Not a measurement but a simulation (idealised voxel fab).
The document below concerns the process module designated voxel self aligned vias.
FYI the section here is cut, 280 nm wide, cells are 5 nm squares.
Square cells in a grid make up a cross-section in this document, and the grid is given as bands, listed from the top down, each one or more rows of cells.
First you get the band's top height and its bottom height, in nm, and then the materials it's made of, left to right, with each width in nm. If you see a single material with "throughout", that one covers the band edge to edge. "air" is empty space.
Height is counted from the level 0, under which the received wafer is composed throughout of one material. The lowest of the bands is not closed at the bottom but continues downward, in the notation "0 -> down".
Width: "30->40" (first number = top row, second number = bottom row, same change from row to row of cells).
It should be understood that the words "same as before", when stated for a given step, signify that the cross-section underwent no change in any of its cells during that step.
Heads up: "Completely sealed voids" only lists the empty pockets with no open path to the top that are 8 cells or more, and it writes them as width x height at distance, distance from the left edge, in nm.
Note: text after step settings on the step line = simulator remark on that step.
When a step includes a mask, the "overlay nm" setting on its line states how far to the right of its planned place that mask lay, and negative values state how far to the left.
[Process steps foreseen in the plan]
1) RECEIVE: material Si
2) CONFORMAL_DEP: material SiO2, thk nm 15
3) CONFORMAL_DEP: material SiCN, thk nm 5
4) DIRECTIONAL_DEP: material SiO2, thk nm 30
5) PATTERN: tone open, mask id LINES, material resist, width nm 30, pitch nm 70, thk nm 20, overlay nm 0
6) DIRECTIONAL_ETCH: etch materials SiO2, depth nm 30
7) STRIP: etch materials resist
8) CONFORMAL_DEP: material TiN, thk nm 5
9) FILL_DEP: material Ru, thk nm 5
10) CMP: height nm 50
11) SELECTIVE_ETCH: etch materials W Ru TiN, depth nm 10
12) FILL_DEP: material SiN, thk nm 5
13) CMP: height nm 50
14) DIRECTIONAL_DEP: material SiO2, thk nm 15
15) MASKED_ETCH: tone open, mask id VIAS, width nm 50, pitch nm 70, etch materials SiO2, depth nm 15, overlay nm 0
16) MASKED_ETCH: tone open, mask id VIAS, width nm 50, pitch nm 70, etch materials SiN, depth nm 10, overlay nm 0
17) CONFORMAL_DEP: material TiN, thk nm 5
18) FILL_DEP: material Ru, thk nm 5
19) CMP: height nm 65
20) CONFORMAL_DEP: material SiN, thk nm 5
[Cross-section of the wafer upon arrival, representing the state reached after step 1]
  0 -> down | Si throughout
  Completely sealed voids: none
[Cross-sectional view of the first of the two wafers upon completion of the module, processed in accordance with the plan]
  70 -> 65 | SiN throughout
  65 -> 55 | 45 nm SiO2 / 5 nm TiN / 40 nm Ru / 5 nm TiN / 20 nm SiO2 / 5 nm TiN / 40 nm Ru / 5 nm TiN / 20 nm SiO2 / 5 nm TiN / 40 nm Ru / 5 nm TiN / 45 nm SiO2
  55 -> 45 | 45->55 nm SiO2 / 15->5 nm TiN / 20 nm Ru / 15->5 nm TiN / 20->40 nm SiO2 / 15->5 nm TiN / 20 nm Ru / 15->5 nm TiN / 20->40 nm SiO2 / 15->5 nm TiN / 20 nm Ru / 15->5 nm TiN / 45->55 nm SiO2
  45 -> 40 | 55 nm SiO2 / 30 nm TiN / 40 nm SiO2 / 30 nm TiN / 40 nm SiO2 / 30 nm TiN / 55 nm SiO2
  40 -> 25 | 55 nm SiO2 / 5 nm TiN / 20 nm Ru / 5 nm TiN / 40 nm SiO2 / 5 nm TiN / 20 nm Ru / 5 nm TiN / 40 nm SiO2 / 5 nm TiN / 20 nm Ru / 5 nm TiN / 55 nm SiO2
  25 -> 20 | 55 nm SiO2 / 30 nm TiN / 40 nm SiO2 / 30 nm TiN / 40 nm SiO2 / 30 nm TiN / 55 nm SiO2
  20 -> 15 | SiCN throughout
  15 -> 0 | SiO2 throughout
  0 -> down | Si throughout
  Completely sealed voids: none
[Here's the second of our two wafers sectioned at module end. Same start as the first, same plan, but one mistake got made running it]
  70 -> 65 | SiN throughout
  65 -> 55 | 50 nm SiO2 / 5 nm TiN / 35 nm Ru / 5 nm TiN / 25 nm SiO2 / 5 nm TiN / 35 nm Ru / 5 nm TiN / 25 nm SiO2 / 5 nm TiN / 35 nm Ru / 5 nm TiN / 45 nm SiO2
  55 -> 45 | 50->55 nm SiO2 / 10->5 nm TiN / 20 nm Ru / 15->5 nm TiN / 25->40 nm SiO2 / 10->5 nm TiN / 20 nm Ru / 15->5 nm TiN / 25->40 nm SiO2 / 10->5 nm TiN / 20 nm Ru / 15->5 nm TiN / 45->55 nm SiO2
  45 -> 40 | 55 nm SiO2 / 30 nm TiN / 40 nm SiO2 / 30 nm TiN / 40 nm SiO2 / 30 nm TiN / 55 nm SiO2
  40 -> 25 | 55 nm SiO2 / 5 nm TiN / 20 nm Ru / 5 nm TiN / 40 nm SiO2 / 5 nm TiN / 20 nm Ru / 5 nm TiN / 40 nm SiO2 / 5 nm TiN / 20 nm Ru / 5 nm TiN / 55 nm SiO2
  25 -> 20 | 55 nm SiO2 / 30 nm TiN / 40 nm SiO2 / 30 nm TiN / 40 nm SiO2 / 30 nm TiN / 55 nm SiO2
  20 -> 15 | SiCN throughout
  15 -> 0 | SiO2 throughout
  0 -> down | Si throughout
  Completely sealed voids: none
Finding, execution versus plan: step 15 was processed under conditions differing from the plan, specifically as MASKED_ETCH: tone open, mask id VIAS, width nm 45, pitch nm 70, etch materials SiO2, depth nm 15, overlay nm 0
Materials where the second wafer ends with more or fewer cells than the first: -6 Ru, +9 SiO2, -3 TiN
